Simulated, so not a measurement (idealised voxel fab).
Process module name: voxel trench capacitor
Pictured: cross-section cut, 295 nm wide, on a grid of 5 nm square cells.
When this document writes out a cross-section, it uses a grid of square cells and lists it as bands, beginning at the top and moving down, with a band standing for one or more rows of cells. Look at the band entry: it leads with the top's height and the bottom's height in nm. Then it lists the materials left to right, with a width in nm for each. The word "everywhere" on a single material says that material fills the band edge to edge. The word "air" is empty space. We count height from 0. Below that, the starting wafer is all one material. The lowest band never ends at the bottom but goes on down; see "z 0 and below" for how that is written. Note: "30 to 40" means the width goes from the first number (top row of the band) to the second number (bottom row) in equal steps per row of cells. Key: "everything unchanged" - step with no changed cell in the cross-section. "Voids, fully enclosed" - sealed voids, min. 8 cells, no opening to top; format: width x height at distance (distance from left edge; nm throughout). Past the settings on a step's line: simulator remark, on that step. "overlay nm", when on a step's line for a step with a mask, measures how far to the right of its planned place the mask lay; a negative measure means to the left.

## The process steps that were planned are listed below
- 1: RECEIVE (material Si)
- 2: CONFORMAL_DEP (material SiN; thk nm 5)
- 3: MASKED_ETCH (tone open; mask id TRENCH; width nm 20; pitch nm 50; etch materials SiN; depth nm 5; overlay nm 0)
- 4: MASKED_ETCH (tone open; mask id TRENCH; width nm 20; pitch nm 50; etch materials Si; depth nm 30; overlay nm 0)
- 5: CONFORMAL_DEP (material SiO2; thk nm 5)
- 6: FILL_DEP (material polySi; thk nm 10)
- 7: CMP (height nm 5)

## First of two wafers, with the run carried out as planned

## So this is the incoming wafer in cross-section - it's already been through step 1
> z 0 and below: Si everywhere
> Voids, fully enclosed: none

## How the wafer stands in section after step 2
> z 5 to 0: SiN everywhere
> No changes below 0.

## How the wafer stands in section after step 3
> z 5 to 0: 85 of SiN | 20 of air | 30 of SiN | 20 of air | 30 of SiN | 20 of air | 90 of SiN
> No changes below 0.

## How the wafer stands in section after step 4
> z 5 to 0: 85 of SiN | 20 of air | 30 of SiN | 20 of air | 30 of SiN | 20 of air | 90 of SiN
> z 0 to -30: 85 of Si | 20 of air | 30 of Si | 20 of air | 30 of Si | 20 of air | 90 of Si
> No changes below -30.

## How the wafer stands in section after step 5
> z 10 to 5: 90 of SiO2 | 10 of air | 40 of SiO2 | 10 of air | 40 of SiO2 | 10 of air | 95 of SiO2
> z 5 to 0: 85 of SiN | 5 of SiO2 | 10 of air | 5 of SiO2 | 30 of SiN | 5 of SiO2 | 10 of air | 5 of SiO2 | 30 of SiN | 5 of SiO2 | 10 of air | 5 of SiO2 | 90 of SiN
> z 0 to -25: 85 of Si | 5 of SiO2 | 10 of air | 5 of SiO2 | 30 of Si | 5 of SiO2 | 10 of air | 5 of SiO2 | 30 of Si | 5 of SiO2 | 10 of air | 5 of SiO2 | 90 of Si
> z -25 to -30: 85 of Si | 20 of SiO2 | 30 of Si | 20 of SiO2 | 30 of Si | 20 of SiO2 | 90 of Si
> No changes below -30.

## How the wafer stands in section after step 6
> z 20 to 10: polySi everywhere
> z 10 to 5: 90 of SiO2 | 10 of polySi | 40 of SiO2 | 10 of polySi | 40 of SiO2 | 10 of polySi | 95 of SiO2
> z 5 to 0: 85 of SiN | 5 of SiO2 | 10 of polySi | 5 of SiO2 | 30 of SiN | 5 of SiO2 | 10 of polySi | 5 of SiO2 | 30 of SiN | 5 of SiO2 | 10 of polySi | 5 of SiO2 | 90 of SiN
> z 0 to -25: 85 of Si | 5 of SiO2 | 10 of polySi | 5 of SiO2 | 30 of Si | 5 of SiO2 | 10 of polySi | 5 of SiO2 | 30 of Si | 5 of SiO2 | 10 of polySi | 5 of SiO2 | 90 of Si
> No changes below -25.

## How the wafer stands in section after step 7
> z 5 to 0: 85 of SiN | 5 of SiO2 | 10 of polySi | 5 of SiO2 | 30 of SiN | 5 of SiO2 | 10 of polySi | 5 of SiO2 | 30 of SiN | 5 of SiO2 | 10 of polySi | 5 of SiO2 | 90 of SiN
> No changes below 0.

## Second wafer. Start and plan as for the first. One mistake made in running. Agrees with the first up to and including step 1

## when step 2 should have ended
> z 5 to 0: polySi everywhere
> No changes below 0.

when step 3 should have ended: everything unchanged

## when step 4 should have ended
> z 5 to 0: 85 of polySi | 20 of air | 30 of polySi | 20 of air | 30 of polySi | 20 of air | 90 of polySi
> z 0 to -25: 85 of Si | 20 of air | 30 of Si | 20 of air | 30 of Si | 20 of air | 90 of Si
> No changes below -25.

## when step 5 should have ended
> z 10 to 5: 90 of SiO2 | 10 of air | 40 of SiO2 | 10 of air | 40 of SiO2 | 10 of air | 95 of SiO2
> z 5 to 0: 85 of polySi | 5 of SiO2 | 10 of air | 5 of SiO2 | 30 of polySi | 5 of SiO2 | 10 of air | 5 of SiO2 | 30 of polySi | 5 of SiO2 | 10 of air | 5 of SiO2 | 90 of polySi
> z 0 to -20: 85 of Si | 5 of SiO2 | 10 of air | 5 of SiO2 | 30 of Si | 5 of SiO2 | 10 of air | 5 of SiO2 | 30 of Si | 5 of SiO2 | 10 of air | 5 of SiO2 | 90 of Si
> z -20 to -25: 85 of Si | 20 of SiO2 | 30 of Si | 20 of SiO2 | 30 of Si | 20 of SiO2 | 90 of Si
> No changes below -25.

## when step 6 should have ended
> z 20 to 10: polySi everywhere
> z 10 to 5: 90 of SiO2 | 10 of polySi | 40 of SiO2 | 10 of polySi | 40 of SiO2 | 10 of polySi | 95 of SiO2
> z 5 to 0: 85 of polySi | 5 of SiO2 | 10 of polySi | 5 of SiO2 | 30 of polySi | 5 of SiO2 | 10 of polySi | 5 of SiO2 | 30 of polySi | 5 of SiO2 | 10 of polySi | 5 of SiO2 | 90 of polySi
> z 0 to -20: 85 of Si | 5 of SiO2 | 10 of polySi | 5 of SiO2 | 30 of Si | 5 of SiO2 | 10 of polySi | 5 of SiO2 | 30 of Si | 5 of SiO2 | 10 of polySi | 5 of SiO2 | 90 of Si
> No changes below -20.

## when step 7 should have ended
> z 5 to 0: 85 of polySi | 5 of SiO2 | 10 of polySi | 5 of SiO2 | 30 of polySi | 5 of SiO2 | 10 of polySi | 5 of SiO2 | 30 of polySi | 5 of SiO2 | 10 of polySi | 5 of SiO2 | 90 of polySi
> No changes below 0.
Deviation noted in wafer processing: step 2: run off-plan, actual operation and settings CONFORMAL_DEP (material polySi; thk nm 5)
Count the cells at the end and the second wafer has more or fewer of some materials than the first: Si +12; SiN -47; SiO2 -6; polySi +41
